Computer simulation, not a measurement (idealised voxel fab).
The following process module bears the name voxel transistor to metal.
The cross-section on display is named cut; it measures 215 nm wide, and its cells are 5 nm squares.
Cross-section spec: square-cell grid; bands listed top down; each band is one or more rows.
A band entry consists of two parts. The first gives the height of the band's top and the height of its bottom, in nm. The rest lists the band's materials from left to right, each with its width in nm. A single material labelled with the word "throughout" fills the band from edge to edge, and the word "blank" marks empty space.
Note: height 0 marks the level under which the wafer is uniformly one material as received. Lowest band unbounded below, written "0 nm and below".
So if you see something like "30..40" for the width, read it as the top row of the band sitting at the first number and the bottom row at the second, with every row in between moving by the same amount as the last.
A step reported as "left unchanged" is a step in which no cell of the cross-section changed.
This entry, "Completely enclosed voids", enumerates those empty regions of no fewer than 8 cells that possess no open connection to the top. Each region is reported in the form width x height at distance, the distance being taken from the left edge, with all three quantities expressed in nm.
The remark found on a step's line after its settings is issued by the simulator itself and pertains to that step.
For masked steps, "overlay nm" on the step line gives how far right of plan the mask actually lay; a minus sign means it lay to the left.
Below you will find pairs of cross-sections. In each, one shows the wafer before one process step and the other after it, with the after view ending at the lowest band that changed. Under each pair is the step separating them, along with its settings. Do not assume the pairs form a chain: they can come from different runs of this module on the same starting wafer, and a pair continues from the pair above it only when its "Structure before processing" entry says so.
[Structure before processing]
  0 nm and below: Si throughout
  Completely enclosed voids: none
[Resulting Structure]
  0 nm to -5 nm: SiO2 throughout
  For the remainder of the cross-section, below -5, there is no change.
  Completely enclosed voids: none
What sits between those two cross-sections? op OXIDIZE | depth nm 5
Structure before processing: look at the pair above, its after cross-section is where this step starts.
[Resulting Structure]
  10 nm to 0 nm: SiN throughout
  For the remainder of the cross-section, below 0, there is no change.
  Completely enclosed voids: none
What sits between those two cross-sections? op CONFORMAL_DEP | material SiN | thk nm 10
Structure before processing: look at the pair above, its after cross-section is where this step starts.
[Resulting Structure]
  10 nm to 0 nm: 45 blank / 125 SiN / 45 blank
  For the remainder of the cross-section, below 0, there is no change.
  Completely enclosed voids: none
What sits between those two cross-sections? op MASKED_ETCH | tone cover | mask id ACTIVE | width nm 125 | etch materials SiN | depth nm 10 | overlay nm 0
Structure before processing: look at the pair above, its after cross-section is where this step starts.
[Resulting Structure]
  10 nm to 0 nm: 45 blank / 125 SiN / 45 blank
  0 nm to -5 nm: 45 blank / 125 SiO2 / 45 blank
  For the remainder of the cross-section, below -5, there is no change.
  Completely enclosed voids: none
What sits between those two cross-sections? op MASKED_ETCH | tone cover | mask id ACTIVE | width nm 125 | etch materials SiO2 | depth nm 5 | overlay nm 0
Structure before processing: look at the pair above, its after cross-section is where this step starts.
[Resulting Structure]
  10 nm to 0 nm: 45 blank / 125 SiN / 45 blank
  0 nm to -5 nm: 45 blank / 125 SiO2 / 45 blank
  -5 nm to -25 nm: 45 blank / 125 Si / 45 blank
  For the remainder of the cross-section, below -25, there is no change.
  Completely enclosed voids: none
What sits between those two cross-sections? op MASKED_ETCH | tone cover | mask id ACTIVE | width nm 125 | etch materials Si | depth nm 20 | overlay nm 0
Structure before processing: look at the pair above, its after cross-section is where this step starts.
[Resulting Structure]
  15 nm to 10 nm: SiO2 throughout
  10 nm to 0 nm: 45 SiO2 / 125 SiN / 45 SiO2
  0 nm to -5 nm: SiO2 throughout
  -5 nm to -25 nm: 45 SiO2 / 125 Si / 45 SiO2
  For the remainder of the cross-section, below -25, there is no change.
  Completely enclosed voids: none
What sits between those two cross-sections? op FILL_DEP | material SiO2 | thk nm 5
Structure before processing: look at the pair above, its after cross-section is where this step starts.
[Resulting Structure]
  10 nm to 0 nm: 45 SiO2 / 125 SiN / 45 SiO2
  For the remainder of the cross-section, below 0, there is no change.
  Completely enclosed voids: none
What sits between those two cross-sections? op CMP | height nm 10
Structure before processing: look at the pair above, its after cross-section is where this step starts.
[Resulting Structure]
  10 nm to 0 nm: 45 blank / 125 SiN / 45 blank
  For the remainder of the cross-section, below 0, there is no change.
  Completely enclosed voids: none
What sits between those two cross-sections? op SELECTIVE_ETCH | etch materials SiO2 | depth nm 10
Structure before processing: look at the pair above, its after cross-section is where this step starts.
[Resulting Structure]
  0 nm to -5 nm: SiO2 throughout
  For the remainder of the cross-section, below -5, there is no change.
  Completely enclosed voids: none
What sits between those two cross-sections? op STRIP | etch materials SiN
Structure before processing: look at the pair above, its after cross-section is where this step starts.
[Resulting Structure]
  -5 nm to -25 nm: 45 SiO2 / 125 Si / 45 SiO2
  For the remainder of the cross-section, below -25, there is no change.
  Completely enclosed voids: none
What sits between those two cross-sections? op SELECTIVE_ETCH | etch materials SiO2 | depth nm 5
Structure before processing: look at the pair above, its after cross-section is where this step starts.
[Resulting Structure]
  -5 nm to -10 nm: SiO2 throughout
  For the remainder of the cross-section, below -10, there is no change.
  Completely enclosed voids: none
What sits between those two cross-sections? op OXIDIZE | depth nm 5
Structure before processing: look at the pair above, its after cross-section is where this step starts.
[Resulting Structure]
  15 nm to -5 nm: polySi throughout
  For the remainder of the cross-section, below -5, there is no change.
  Completely enclosed voids: none
What sits between those two cross-sections? op DIRECTIONAL_DEP | material polySi | thk nm 20
Structure before processing: look at the pair above, its after cross-section is where this step starts.
[Resulting Structure]
  30 nm to 15 nm: SiCN throughout
  For the remainder of the cross-section, below 15, there is no change.
  Completely enclosed voids: none
What sits between those two cross-sections? op DIRECTIONAL_DEP | material SiCN | thk nm 15
Structure before processing: look at the pair above, its after cross-section is where this step starts.
[Resulting Structure]
  45 nm to 30 nm: aC throughout
  For the remainder of the cross-section, below 30, there is no change.
  Completely enclosed voids: none
What sits between those two cross-sections? op DIRECTIONAL_DEP | material aC | thk nm 15
Structure before processing: look at the pair above, its after cross-section is where this step starts.
[Resulting Structure]
  80 nm to 45 nm: 90 blank / 35 resist / 90 blank
  For the remainder of the cross-section, below 45, there is no change.
  Completely enclosed voids: none
What sits between those two cross-sections? op PATTERN | tone cover | mask id GATE | material resist | width nm 35 | thk nm 35 | overlay nm 0
Structure before processing: look at the pair above, its after cross-section is where this step starts.
[Resulting Structure]
  65 nm to 45 nm: 90 blank / 35 resist / 90 blank
  45 nm to 30 nm: 90 blank / 35 aC / 90 blank
  For the remainder of the cross-section, below 30, there is no change.
  Completely enclosed voids: none
What sits between those two cross-sections? op DIRECTIONAL_ETCH | etch materials aC | depth nm 15
Structure before processing: look at the pair above, its after cross-section is where this step starts.
[Resulting Structure]
  45 nm to 30 nm: 90 blank / 35 aC / 90 blank
  For the remainder of the cross-section, below 30, there is no change.
  Completely enclosed voids: none
What sits between those two cross-sections? op STRIP | etch materials resist
Structure before processing: look at the pair above, its after cross-section is where this step starts.
[Resulting Structure]
  45 nm to 30 nm: 90 blank / 35 aC / 90 blank
  30 nm to 15 nm: 90 blank / 35 SiCN / 90 blank
  For the remainder of the cross-section, below 15, there is no change.
  Completely enclosed voids: none
What sits between those two cross-sections? op DIRECTIONAL_ETCH | etch materials SiCN | depth nm 25
Structure before processing: look at the pair above, its after cross-section is where this step starts.
[Resulting Structure]
  45 nm to 30 nm: 90 blank / 35 aC / 90 blank
  30 nm to 15 nm: 90 blank / 35 SiCN / 90 blank
  15 nm to -5 nm: 90 blank / 35 polySi / 90 blank
  For the remainder of the cross-section, below -5, there is no change.
  Completely enclosed voids: none
What sits between those two cross-sections? op DIRECTIONAL_ETCH | etch materials polySi | depth nm 30
Structure before processing: look at the pair above, its after cross-section is where this step starts.
[Resulting Structure]
  30 nm to 15 nm: 90 blank / 35 SiCN / 90 blank
  For the remainder of the cross-section, below 15, there is no change.
  Completely enclosed voids: none
What sits between those two cross-sections? op STRIP | etch materials aC
Structure before processing: look at the pair above, its after cross-section is where this step starts.
[Resulting Structure]
  35 nm to 30 nm: 85 blank / 45 SiO2 / 85 blank
  30 nm to 15 nm: 85 blank / 5 SiO2 / 35 SiCN / 5 SiO2 / 85 blank
  15 nm to 0 nm: 85 blank / 5 SiO2 / 35 polySi / 5 SiO2 / 85 blank
  0 nm to -5 nm: 90 SiO2 / 35 polySi / 90 SiO2
  For the remainder of the cross-section, below -5, there is no change.
  Completely enclosed voids: none
What sits between those two cross-sections? op CONFORMAL_DEP | material SiO2 | thk nm 5
Structure before processing: look at the pair above, its after cross-section is where this step starts.
[Resulting Structure]
  30 nm to 15 nm: 85 blank / 5 SiO2 / 35 SiCN / 5 SiO2 / 85 blank
  15 nm to -5 nm: 85 blank / 5 SiO2 / 35 polySi / 5 SiO2 / 85 blank
  For the remainder of the cross-section, below -5, there is no change.
  Completely enclosed voids: none
What sits between those two cross-sections? op DIRECTIONAL_ETCH | etch materials SiO2 | depth nm 5
Structure before processing: look at the pair above, its after cross-section is where this step starts.
[Resulting Structure]
  40 nm to 30 nm: 75 blank / 65 SiN / 75 blank
  30 nm to 15 nm: 75 blank / 10 SiN / 5 SiO2 / 35 SiCN / 5 SiO2 / 10 SiN / 75 blank
  15 nm to 5 nm: 75 blank / 10 SiN / 5 SiO2 / 35 polySi / 5 SiO2 / 10 SiN / 75 blank
  5 nm to -5 nm: 85 SiN / 5 SiO2 / 35 polySi / 5 SiO2 / 85 SiN
  For the remainder of the cross-section, below -5, there is no change.
  Completely enclosed voids: none
What sits between those two cross-sections? op CONFORMAL_DEP | material SiN | thk nm 10
Structure before processing: look at the pair above, its after cross-section is where this step starts.
[Resulting Structure]
  30 nm to 15 nm: 75 blank / 10 SiN / 5 SiO2 / 35 SiCN / 5 SiO2 / 10 SiN / 75 blank
  15 nm to -5 nm: 75 blank / 10 SiN / 5 SiO2 / 35 polySi / 5 SiO2 / 10 SiN / 75 blank
  For the remainder of the cross-section, below -5, there is no change.
  Completely enclosed voids: none
What sits between those two cross-sections? op DIRECTIONAL_ETCH | etch materials SiN | depth nm 10
Structure before processing: look at the pair above, its after cross-section is where this step starts.
[Resulting Structure]
  30 nm to 25 nm: 75 blank / 10 SiN / 5 blank / 35 SiCN / 5 blank / 10 SiN / 75 blank
  25 nm to 15 nm: 75 blank / 10 SiN / 5 SiO2 / 35 SiCN / 5 SiO2 / 10 SiN / 75 blank
  15 nm to -5 nm: 75 blank / 10 SiN / 5 SiO2 / 35 polySi / 5 SiO2 / 10 SiN / 75 blank
  -5 nm to -10 nm: 75 blank / 65 SiO2 / 75 blank
  For the remainder of the cross-section, below -10, there is no change.
  Completely enclosed voids: none
What sits between those two cross-sections? op DIRECTIONAL_ETCH | etch materials SiO2 | depth nm 5
Structure before processing: look at the pair above, its after cross-section is where this step starts.
[Resulting Structure]
  30 nm to 25 nm: 75 blank / 10 SiN / 5 blank / 35 SiCN / 5 blank / 10 SiN / 75 blank
  25 nm to 15 nm: 75 blank / 10 SiN / 5 SiO2 / 35 SiCN / 5 SiO2 / 10 SiN / 75 blank
  15 nm to -5 nm: 75 blank / 10 SiN / 5 SiO2 / 35 polySi / 5 SiO2 / 10 SiN / 75 blank
  -5 nm to -10 nm: 75 blank / 65 SiO2 / 75 blank
  -10 nm to -15 nm: 45 SiO2 / 30 blank / 65 Si / 30 blank / 45 SiO2
  For the remainder of the cross-section, below -15, there is no change.
  Completely enclosed voids: none
What sits between those two cross-sections? op DIRECTIONAL_ETCH | etch materials Si | depth nm 5
Structure before processing: look at the pair above, its after cross-section is where this step starts.
[Resulting Structure]
  30 nm to 25 nm: 75 blank / 10 SiN / 5 blank / 35 SiCN / 5 blank / 10 SiN / 75 blank
  25 nm to 15 nm: 75 blank / 10 SiN / 5 SiO2 / 35 SiCN / 5 SiO2 / 10 SiN / 75 blank
  15 nm to -5 nm: 75 blank / 10 SiN / 5 SiO2 / 35 polySi / 5 SiO2 / 10 SiN / 75 blank
  -5 nm to -10 nm: 70 blank / 5 pSi / 65 SiO2 / 5 pSi / 70 blank
  -10 nm to -15 nm: 45 SiO2 / 30 pSi / 65 Si / 30 pSi / 45 SiO2
  For the remainder of the cross-section, below -15, there is no change.
  Completely enclosed voids: none
What sits between those two cross-sections? op EPI | material pSi | thk nm 5
Structure before processing: look at the pair above, its after cross-section is where this step starts.
[Resulting Structure]
  40 nm to 30 nm: SiO2 throughout
  30 nm to 15 nm: 75 SiO2 / 10 SiN / 5 SiO2 / 35 SiCN / 5 SiO2 / 10 SiN / 75 SiO2
  15 nm to -5 nm: 75 SiO2 / 10 SiN / 5 SiO2 / 35 polySi / 5 SiO2 / 10 SiN / 75 SiO2
  -5 nm to -10 nm: 70 SiO2 / 5 pSi / 65 SiO2 / 5 pSi / 70 SiO2
  For the remainder of the cross-section, below -10, there is no change.
  Completely enclosed voids: none
What sits between those two cross-sections? op FILL_DEP | material SiO2 | thk nm 10
Structure before processing: look at the pair above, its after cross-section is where this step starts.
[Resulting Structure]
  15 nm to -5 nm: 75 SiO2 / 10 SiN / 5 SiO2 / 35 polySi / 5 SiO2 / 10 SiN / 75 SiO2
  For the remainder of the cross-section, below -5, there is no change.
  Completely enclosed voids: none
What sits between those two cross-sections? op CMP | height nm 15
Structure before processing: look at the pair above, its after cross-section is where this step starts.
[Resulting Structure]
  15 nm to -5 nm: 75 SiO2 / 10 SiN / 5 SiO2 / 35 blank / 5 SiO2 / 10 SiN / 75 SiO2
  For the remainder of the cross-section, below -5, there is no change.
  Completely enclosed voids: none
What sits between those two cross-sections? op STRIP | etch materials polySi
Structure before processing: look at the pair above, its after cross-section is where this step starts.
[Resulting Structure]
  15 nm to 10 nm: 75 blank / 10 SiN / 45 blank / 10 SiN / 75 blank
  10 nm to -5 nm: 75 SiO2 / 10 SiN / 45 blank / 10 SiN / 75 SiO2
  -5 nm to -10 nm: 70 SiO2 / 5 pSi / 10 SiO2 / 45 blank / 10 SiO2 / 5 pSi / 70 SiO2
  For the remainder of the cross-section, below -10, there is no change.
  Completely enclosed voids: none
What sits between those two cross-sections? op SELECTIVE_ETCH | etch materials SiO2 | depth nm 5
Structure before processing: look at the pair above, its after cross-section is where this step starts.
[Resulting Structure]
  20 nm to 15 nm: 70 blank / 20 HfO2 / 35 blank / 20 HfO2 / 70 blank
  15 nm to 10 nm: 75 HfO2 / 10 SiN / 5 HfO2 / 35 blank / 5 HfO2 / 10 SiN / 75 HfO2
  10 nm to -5 nm: 75 SiO2 / 10 SiN / 5 HfO2 / 35 blank / 5 HfO2 / 10 SiN / 75 SiO2
  -5 nm to -10 nm: 70 SiO2 / 5 pSi / 10 SiO2 / 45 HfO2 / 10 SiO2 / 5 pSi / 70 SiO2
  For the remainder of the cross-section, below -10, there is no change.
  Completely enclosed voids: none
What sits between those two cross-sections? op CONFORMAL_DEP | material HfO2 | thk nm 5
Structure before processing: look at the pair above, its after cross-section is where this step starts.
[Resulting Structure]
  25 nm to 20 nm: 65 blank / 30 TiN / 25 blank / 30 TiN / 65 blank
  20 nm to 15 nm: 70 TiN / 20 HfO2 / 5 TiN / 25 blank / 5 TiN / 20 HfO2 / 70 TiN
  15 nm to 10 nm: 75 HfO2 / 10 SiN / 5 HfO2 / 5 TiN / 25 blank / 5 TiN / 5 HfO2 / 10 SiN / 75 HfO2
  10 nm to 0 nm: 75 SiO2 / 10 SiN / 5 HfO2 / 5 TiN / 25 blank / 5 TiN / 5 HfO2 / 10 SiN / 75 SiO2
  0 nm to -5 nm: 75 SiO2 / 10 SiN / 5 HfO2 / 35 TiN / 5 HfO2 / 10 SiN / 75 SiO2
  For the remainder of the cross-section, below -5, there is no change.
  Completely enclosed voids: none
What sits between those two cross-sections? op CONFORMAL_DEP | material TiN | thk nm 5
Structure before processing: look at the pair above, its after cross-section is where this step starts.
[Resulting Structure]
  35 nm to 25 nm: W throughout
  25 nm to 20 nm: 65 W / 30 TiN / 25 W / 30 TiN / 65 W
  20 nm to 15 nm: 70 TiN / 20 HfO2 / 5 TiN / 25 W / 5 TiN / 20 HfO2 / 70 TiN
  15 nm to 10 nm: 75 HfO2 / 10 SiN / 5 HfO2 / 5 TiN / 25 W / 5 TiN / 5 HfO2 / 10 SiN / 75 HfO2
  10 nm to 0 nm: 75 SiO2 / 10 SiN / 5 HfO2 / 5 TiN / 25 W / 5 TiN / 5 HfO2 / 10 SiN / 75 SiO2
  For the remainder of the cross-section, below 0, there is no change.
  Completely enclosed voids: none
What sits between those two cross-sections? op FILL_DEP | material W | thk nm 10
Structure before processing: look at the pair above, its after cross-section is where this step starts.
[Resulting Structure]
  10 nm to 0 nm: 75 SiO2 / 10 SiN / 5 HfO2 / 5 TiN / 25 W / 5 TiN / 5 HfO2 / 10 SiN / 75 SiO2
  For the remainder of the cross-section, below 0, there is no change.
  Completely enclosed voids: none
What sits between those two cross-sections? op CMP | height nm 10
Structure before processing: look at the pair above, its after cross-section is where this step starts.
[Resulting Structure]
  20 nm to 10 nm: SiO2 throughout
  For the remainder of the cross-section, below 10, there is no change.
  Completely enclosed voids: none
What sits between those two cross-sections? op DIRECTIONAL_DEP | material SiO2 | thk nm 10
Structure before processing: look at the pair above, its after cross-section is where this step starts.
[Resulting Structure]
  35 nm to 20 nm: 55 resist / 20 blank / 65 resist / 20 blank / 55 resist
  For the remainder of the cross-section, below 20, there is no change.
  Completely enclosed voids: none
What sits between those two cross-sections? op PATTERN | tone open | mask id CONTACT | material resist | width nm 20 | pitch nm 85 | thk nm 15 | overlay nm 0
Structure before processing: look at the pair above, its after cross-section is where this step starts.
[Resulting Structure]
  35 nm to 20 nm: 55 resist / 20 blank / 65 resist / 20 blank / 55 resist
  20 nm to 10 nm: 55 SiO2 / 20 blank / 65 SiO2 / 20 blank / 55 SiO2
  10 nm to 0 nm: 55 SiO2 / 20 blank / 10 SiN / 5 HfO2 / 5 TiN / 25 W / 5 TiN / 5 HfO2 / 10 SiN / 20 blank / 55 SiO2
  0 nm to -5 nm: 55 SiO2 / 20 blank / 10 SiN / 5 HfO2 / 35 TiN / 5 HfO2 / 10 SiN / 20 blank / 55 SiO2
  -5 nm to -10 nm: 55 SiO2 / 15 blank / 5 pSi / 10 SiO2 / 45 HfO2 / 10 SiO2 / 5 pSi / 15 blank / 55 SiO2
  For the remainder of the cross-section, below -10, there is no change.
  Completely enclosed voids: none
What sits between those two cross-sections? op DIRECTIONAL_ETCH | etch materials SiO2 | depth nm 30
Structure before processing: look at the pair above, its after cross-section is where this step starts.
[Resulting Structure]
  20 nm to 10 nm: 55 SiO2 / 20 blank / 65 SiO2 / 20 blank / 55 SiO2
  For the remainder of the cross-section, below 10, there is no change.
  Completely enclosed voids: none
What sits between those two cross-sections? op STRIP | etch materials resist
Structure before processing: look at the pair above, its after cross-section is where this step starts.
[Resulting Structure]
  25 nm to 20 nm: 60 TiN / 10 blank / 75 TiN / 10 blank / 60 TiN
  20 nm to 10 nm: 55 SiO2 / 5 TiN / 10 blank / 5 TiN / 65 SiO2 / 5 TiN / 10 blank / 5 TiN / 55 SiO2
  10 nm to 0 nm: 55 SiO2 / 5 TiN / 10 blank / 5 TiN / 10 SiN / 5 HfO2 / 5 TiN / 25 W / 5 TiN / 5 HfO2 / 10 SiN / 5 TiN / 10 blank / 5 TiN / 55 SiO2
  0 nm to -5 nm: 55 SiO2 / 5 TiN / 5 blank / 10 TiN / 10 SiN / 5 HfO2 / 35 TiN / 5 HfO2 / 10 SiN / 10 TiN / 5 blank / 5 TiN / 55 SiO2
  -5 nm to -10 nm: 55 SiO2 / 15 TiN / 5 pSi / 10 SiO2 / 45 HfO2 / 10 SiO2 / 5 pSi / 15 TiN / 55 SiO2
  For the remainder of the cross-section, below -10, there is no change.
  Completely enclosed voids: none
What sits between those two cross-sections? op CONFORMAL_DEP | material TiN | thk nm 5
Structure before processing: look at the pair above, its after cross-section is where this step starts.
[Resulting Structure]
  30 nm to 25 nm: Ru throughout
  25 nm to 20 nm: 60 TiN / 10 Ru / 75 TiN / 10 Ru / 60 TiN
  20 nm to 10 nm: 55 SiO2 / 5 TiN / 10 Ru / 5 TiN / 65 SiO2 / 5 TiN / 10 Ru / 5 TiN / 55 SiO2
  10 nm to 0 nm: 55 SiO2 / 5 TiN / 10 Ru / 5 TiN / 10 SiN / 5 HfO2 / 5 TiN / 25 W / 5 TiN / 5 HfO2 / 10 SiN / 5 TiN / 10 Ru / 5 TiN / 55 SiO2
  0 nm to -5 nm: 55 SiO2 / 5 TiN / 5 Ru / 10 TiN / 10 SiN / 5 HfO2 / 35 TiN / 5 HfO2 / 10 SiN / 10 TiN / 5 Ru / 5 TiN / 55 SiO2
  For the remainder of the cross-section, below -5, there is no change.
  Completely enclosed voids: none
What sits between those two cross-sections? op FILL_DEP | material Ru | thk nm 5
Structure before processing: look at the pair above, its after cross-section is where this step starts.
[Resulting Structure]
  20 nm to 10 nm: 55 SiO2 / 5 TiN / 10 Ru / 5 TiN / 65 SiO2 / 5 TiN / 10 Ru / 5 TiN / 55 SiO2
  For the remainder of the cross-section, below 10, there is no change.
  Completely enclosed voids: none
What sits between those two cross-sections? op CMP | height nm 20
Structure before processing: look at the pair above, its after cross-section is where this step starts.
[Resulting Structure]
  25 nm to 20 nm: TiN throughout
  For the remainder of the cross-section, below 20, there is no change.
  Completely enclosed voids: none
What sits between those two cross-sections? op DIRECTIONAL_DEP | material TiN | thk nm 5
Structure before processing: look at the pair above, its after cross-section is where this step starts.
[Resulting Structure]
  40 nm to 25 nm: W throughout
  For the remainder of the cross-section, below 25, there is no change.
  Completely enclosed voids: none
What sits between those two cross-sections? op DIRECTIONAL_DEP | material W | thk nm 15
Structure before processing: look at the pair above, its after cross-section is where this step starts.
[Resulting Structure]
  55 nm to 40 nm: aC throughout
  For the remainder of the cross-section, below 40, there is no change.
  Completely enclosed voids: none
What sits between those two cross-sections? op DIRECTIONAL_DEP | material aC | thk nm 15
Structure before processing: look at the pair above, its after cross-section is where this step starts.
[Resulting Structure]
  90 nm to 55 nm: 55 blank / 20 resist / 65 blank / 20 resist / 55 blank
  For the remainder of the cross-section, below 55, there is no change.
  Completely enclosed voids: none
What sits between those two cross-sections? op PATTERN | tone cover | mask id METAL_1 | material resist | width nm 20 | pitch nm 85 | thk nm 35 | overlay nm 0
Structure before processing: look at the pair above, its after cross-section is where this step starts.
[Resulting Structure]
  75 nm to 55 nm: 55 blank / 20 resist / 65 blank / 20 resist / 55 blank
  55 nm to 40 nm: 55 blank / 20 aC / 65 blank / 20 aC / 55 blank
  For the remainder of the cross-section, below 40, there is no change.
  Completely enclosed voids: none
What sits between those two cross-sections? op DIRECTIONAL_ETCH | etch materials aC | depth nm 15
Structure before processing: look at the pair above, its after cross-section is where this step starts.
[Resulting Structure]
  55 nm to 40 nm: 55 blank / 20 aC / 65 blank / 20 aC / 55 blank
  For the remainder of the cross-section, below 40, there is no change.
  Completely enclosed voids: none
What sits between those two cross-sections? op STRIP | etch materials resist
Structure before processing: look at the pair above, its after cross-section is where this step starts.
[Resulting Structure]
  55 nm to 40 nm: 55 blank / 20 aC / 65 blank / 20 aC / 55 blank
  40 nm to 25 nm: 55 blank / 20 W / 65 blank / 20 W / 55 blank
  For the remainder of the cross-section, below 25, there is no change.
  Completely enclosed voids: none
What sits between those two cross-sections? op DIRECTIONAL_ETCH | etch materials W | depth nm 15
Structure before processing: look at the pair above, its after cross-section is where this step starts.
[Resulting Structure]
  55 nm to 40 nm: 55 blank / 20 aC / 65 blank / 20 aC / 55 blank
  40 nm to 25 nm: 55 blank / 20 W / 65 blank / 20 W / 55 blank
  25 nm to 20 nm: 55 blank / 20 TiN / 65 blank / 20 TiN / 55 blank
  For the remainder of the cross-section, below 20, there is no change.
  Completely enclosed voids: none
What sits between those two cross-sections? op DIRECTIONAL_ETCH | etch materials TiN | depth nm 5
Structure before processing: look at the pair above, its after cross-section is where this step starts.
[Resulting Structure]
  40 nm to 25 nm: 55 blank / 20 W / 65 blank / 20 W / 55 blank
  For the remainder of the cross-section, below 25, there is no change.
  Completely enclosed voids: none
What sits between those two cross-sections? op STRIP | etch materials aC
Structure before processing: look at the pair above, its after cross-section is where this step starts.
[Resulting Structure]
  50 nm to 40 nm: lowk throughout
  40 nm to 25 nm: 55 lowk / 20 W / 65 lowk / 20 W / 55 lowk
  25 nm to 20 nm: 55 lowk / 20 TiN / 65 lowk / 20 TiN / 55 lowk
  For the remainder of the cross-section, below 20, there is no change.
  Completely enclosed voids: none
What sits between those two cross-sections? op FILL_DEP | material lowk | thk nm 10
Structure before processing: look at the pair above, its after cross-section is where this step starts.
[Resulting Structure]
  40 nm to 25 nm: 55 lowk / 20 W / 65 lowk / 20 W / 55 lowk
  For the remainder of the cross-section, below 25, there is no change.
  Completely enclosed voids: none
What sits between those two cross-sections? op CMP | height nm 40
Structure before processing: look at the pair above, its after cross-section is where this step starts.
[Resulting Structure]
  45 nm to 40 nm: SiCN throughout
  For the remainder of the cross-section, below 40, there is no change.
  Completely enclosed voids: none
What sits between those two cross-sections? op CONFORMAL_DEP | material SiCN | thk nm 5
[Structure before processing]
  15 nm to 10 nm: 75 blank / 10 SiN / 45 blank / 10 SiN / 75 blank
  10 nm to -5 nm: 75 SiO2 / 10 SiN / 45 blank / 10 SiN / 75 SiO2
  -5 nm to -10 nm: 70 SiO2 / 5 pSi / 10 SiO2 / 45 blank / 10 SiO2 / 5 pSi / 70 SiO2
  -10 nm to -15 nm: 45 SiO2 / 30 pSi / 65 Si / 30 pSi / 45 SiO2
  -15 nm to -25 nm: 45 SiO2 / 125 Si / 45 SiO2
  -25 nm and below: Si throughout
  Completely enclosed voids: none
[Resulting Structure]
  20 nm to 15 nm: 70 blank / 20 TiN / 35 blank / 20 TiN / 70 blank
  15 nm to 10 nm: 75 TiN / 10 SiN / 5 TiN / 35 blank / 5 TiN / 10 SiN / 75 TiN
  10 nm to -5 nm: 75 SiO2 / 10 SiN / 5 TiN / 35 blank / 5 TiN / 10 SiN / 75 SiO2
  -5 nm to -10 nm: 70 SiO2 / 5 pSi / 10 SiO2 / 45 TiN / 10 SiO2 / 5 pSi / 70 SiO2
  For the remainder of the cross-section, below -10, there is no change.
  Completely enclosed voids: none
What sits between those two cross-sections? op CONFORMAL_DEP | material TiN | thk nm 5
Structure before processing: look at the pair above, its after cross-section is where this step starts.
[Resulting Structure]
  30 nm to 20 nm: W throughout
  20 nm to 15 nm: 70 W / 20 TiN / 35 W / 20 TiN / 70 W
  15 nm to 10 nm: 75 TiN / 10 SiN / 5 TiN / 35 W / 5 TiN / 10 SiN / 75 TiN
  10 nm to -5 nm: 75 SiO2 / 10 SiN / 5 TiN / 35 W / 5 TiN / 10 SiN / 75 SiO2
  For the remainder of the cross-section, below -5, there is no change.
  Completely enclosed voids: none
What sits between those two cross-sections? op FILL_DEP | material W | thk nm 10
Structure before processing: look at the pair above, its after cross-section is where this step starts.
[Resulting Structure]
  10 nm to -5 nm: 75 SiO2 / 10 SiN / 5 TiN / 35 W / 5 TiN / 10 SiN / 75 SiO2
  For the remainder of the cross-section, below -5, there is no change.
  Completely enclosed voids: none
What sits between those two cross-sections? op CMP | height nm 10
Structure before processing: look at the pair above, its after cross-section is where this step starts.
[Resulting Structure]
  20 nm to 10 nm: SiO2 throughout
  For the remainder of the cross-section, below 10, there is no change.
  Completely enclosed voids: none
What sits between those two cross-sections? op DIRECTIONAL_DEP | material SiO2 | thk nm 10
Structure before processing: look at the pair above, its after cross-section is where this step starts.
[Resulting Structure]
  35 nm to 20 nm: 55 resist / 20 blank / 65 resist / 20 blank / 55 resist
  For the remainder of the cross-section, below 20, there is no change.
  Completely enclosed voids: none
What sits between those two cross-sections? op PATTERN | tone open | mask id CONTACT | material resist | width nm 20 | pitch nm 85 | thk nm 15 | overlay nm 0
Structure before processing: look at the pair above, its after cross-section is where this step starts.
[Resulting Structure]
  35 nm to 20 nm: 55 resist / 20 blank / 65 resist / 20 blank / 55 resist
  20 nm to 10 nm: 55 SiO2 / 20 blank / 65 SiO2 / 20 blank / 55 SiO2
  10 nm to -5 nm: 55 SiO2 / 20 blank / 10 SiN / 5 TiN / 35 W / 5 TiN / 10 SiN / 20 blank / 55 SiO2
  -5 nm to -10 nm: 55 SiO2 / 15 blank / 5 pSi / 10 SiO2 / 45 TiN / 10 SiO2 / 5 pSi / 15 blank / 55 SiO2
  For the remainder of the cross-section, below -10, there is no change.
  Completely enclosed voids: none
What sits between those two cross-sections? op DIRECTIONAL_ETCH | etch materials SiO2 | depth nm 30
Structure before processing: look at the pair above, its after cross-section is where this step starts.
[Resulting Structure]
  20 nm to 10 nm: 55 SiO2 / 20 blank / 65 SiO2 / 20 blank / 55 SiO2
  For the remainder of the cross-section, below 10, there is no change.
  Completely enclosed voids: none
What sits between those two cross-sections? op STRIP | etch materials resist
Structure before processing: look at the pair above, its after cross-section is where this step starts.
[Resulting Structure]
  25 nm to 20 nm: 60 TiN / 10 blank / 75 TiN / 10 blank / 60 TiN
  20 nm to 10 nm: 55 SiO2 / 5 TiN / 10 blank / 5 TiN / 65 SiO2 / 5 TiN / 10 blank / 5 TiN / 55 SiO2
  10 nm to 0 nm: 55 SiO2 / 5 TiN / 10 blank / 5 TiN / 10 SiN / 5 TiN / 35 W / 5 TiN / 10 SiN / 5 TiN / 10 blank / 5 TiN / 55 SiO2
  0 nm to -5 nm: 55 SiO2 / 5 TiN / 5 blank / 10 TiN / 10 SiN / 5 TiN / 35 W / 5 TiN / 10 SiN / 10 TiN / 5 blank / 5 TiN / 55 SiO2
  -5 nm to -10 nm: 55 SiO2 / 15 TiN / 5 pSi / 10 SiO2 / 45 TiN / 10 SiO2 / 5 pSi / 15 TiN / 55 SiO2
  For the remainder of the cross-section, below -10, there is no change.
  Completely enclosed voids: none
What sits between those two cross-sections? op CONFORMAL_DEP | material TiN | thk nm 5
Structure before processing: look at the pair above, its after cross-section is where this step starts.
[Resulting Structure]
  30 nm to 25 nm: Ru throughout
  25 nm to 20 nm: 60 TiN / 10 Ru / 75 TiN / 10 Ru / 60 TiN
  20 nm to 10 nm: 55 SiO2 / 5 TiN / 10 Ru / 5 TiN / 65 SiO2 / 5 TiN / 10 Ru / 5 TiN / 55 SiO2
  10 nm to 0 nm: 55 SiO2 / 5 TiN / 10 Ru / 5 TiN / 10 SiN / 5 TiN / 35 W / 5 TiN / 10 SiN / 5 TiN / 10 Ru / 5 TiN / 55 SiO2
  0 nm to -5 nm: 55 SiO2 / 5 TiN / 5 Ru / 10 TiN / 10 SiN / 5 TiN / 35 W / 5 TiN / 10 SiN / 10 TiN / 5 Ru / 5 TiN / 55 SiO2
  For the remainder of the cross-section, below -5, there is no change.
  Completely enclosed voids: none
What sits between those two cross-sections? op FILL_DEP | material Ru | thk nm 5
